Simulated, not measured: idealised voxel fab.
process module | voxel wiring stack
cross-section cut | 225 nm wide | cells 5 nm
A cross-section is a grid of square cells, given in bands from the top down. A band is one or more rows of cells.
Each band's line starts with the height of the band's top and of its bottom, in nm. Then come its materials from left to right, each with its width in nm. One material with "throughout" fills the band from edge to edge. "air" is empty space.
Height 0 is the level under which the wafer as received is all one material. The lowest band goes on downwards, as in "0 down".
A width such as "30 to 40" changes by the same amount from each row of cells to the next, from the band's top row to its bottom row.
"no change" after a step means that no cell of the cross-section changed.
closed voids: empty space of 8 cells or more with no open way to the top, each as width x height at its distance from the left edge, in nm
after a step's settings: what the simulator itself notes on the step
overlay nm, on a step with a mask: how far to the right of its planned place the mask lay; to the left if negative
plan
1 op RECEIVE | material Si
2 op CONFORMAL_DEP | material SiO2 | thk nm 10
3 op CONFORMAL_DEP | material SiCN | thk nm 5
4 op DIRECTIONAL_DEP | material SiO2 | thk nm 15
5 op DIRECTIONAL_DEP | material aC | thk nm 15
6 op PATTERN | tone open | mask id METAL_1 | material resist | width nm 25 | pitch nm 50 | thk nm 30 | overlay nm 0
7 op DIRECTIONAL_ETCH | etch materials aC | depth nm 15
8 op STRIP | etch materials resist
9 op DIRECTIONAL_ETCH | etch materials SiO2 | depth nm 15
10 op DIRECTIONAL_ETCH | etch materials SiCN | depth nm 5
11 op STRIP | etch materials aC
12 op CONFORMAL_DEP | material TiN | thk nm 5
13 op FILL_DEP | material Cu | thk nm 10
14 op CMP | height nm 30
15 op CONFORMAL_DEP | material SiCN | thk nm 5
16 op DIRECTIONAL_DEP | material lowk | thk nm 15
17 op MASKED_ETCH | tone open | mask id PLUG_1 | width nm 15 | pitch nm 50 | etch materials lowk | depth nm 15 | overlay nm 0
18 op MASKED_ETCH | tone open | mask id PLUG_1 | width nm 15 | pitch nm 50 | etch materials SiCN | depth nm 5 | overlay nm 0
19 op CONFORMAL_DEP | material TiN | thk nm 5
20 op FILL_DEP | material Ru | thk nm 10
21 op CMP | height nm 50
22 op DIRECTIONAL_DEP | material TiN | thk nm 5
23 op DIRECTIONAL_DEP | material W | thk nm 15
24 op PATTERN | tone cover | mask id METAL_2 | material resist | width nm 25 | pitch nm 50 | thk nm 20 | overlay nm 0
25 op DIRECTIONAL_ETCH | etch materials W | depth nm 15
26 op DIRECTIONAL_ETCH | etch materials TiN | depth nm 5
27 op STRIP | etch materials resist
28 op CONFORMAL_DEP | material SiN | thk nm 5
29 op FILL_DEP | material lowk | thk nm 5
30 op CMP | height nm 70
31 op CONFORMAL_DEP | material SiCN | thk nm 5
as received, after step 1
  0 down: Si throughout
  closed voids: none
a wafer at the end: this start, this plan, one mistake
  75 to 70: SiCN throughout
  70 to 55: lowk 70 | SiN 5 | W 25 | SiN 5 | lowk 15 | SiN 5 | W 25 | SiN 5 | lowk 70
  55 to 50: SiN 75 | TiN 25 | SiN 25 | TiN 25 | SiN 75
  50 to 45: Ru throughout
  45 to 40: TiN 80 | Ru 5 | TiN 45 | Ru 5 | TiN 90
  40 to 35: lowk 75 | TiN 5 | Ru 5 | TiN 5 | lowk 35 | TiN 5 | Ru 5 | TiN 5 | lowk 85
  35 to 30: SiCN 75 | TiN 15 | SiCN 35 | TiN 15 | SiCN 85
  30 to 15: SiO2 75 | TiN 5 | Cu 15 | TiN 5 | SiO2 25 | TiN 5 | Cu 15 | TiN 5 | SiO2 75
  15 to 10: SiCN 75 | TiN 25 | SiCN 25 | TiN 25 | SiCN 75
  10 to 0: SiO2 throughout
  0 down: Si throughout
  closed voids: none
what went wrong: step 16 ran as: op DIRECTIONAL_DEP | material lowk | thk nm 5
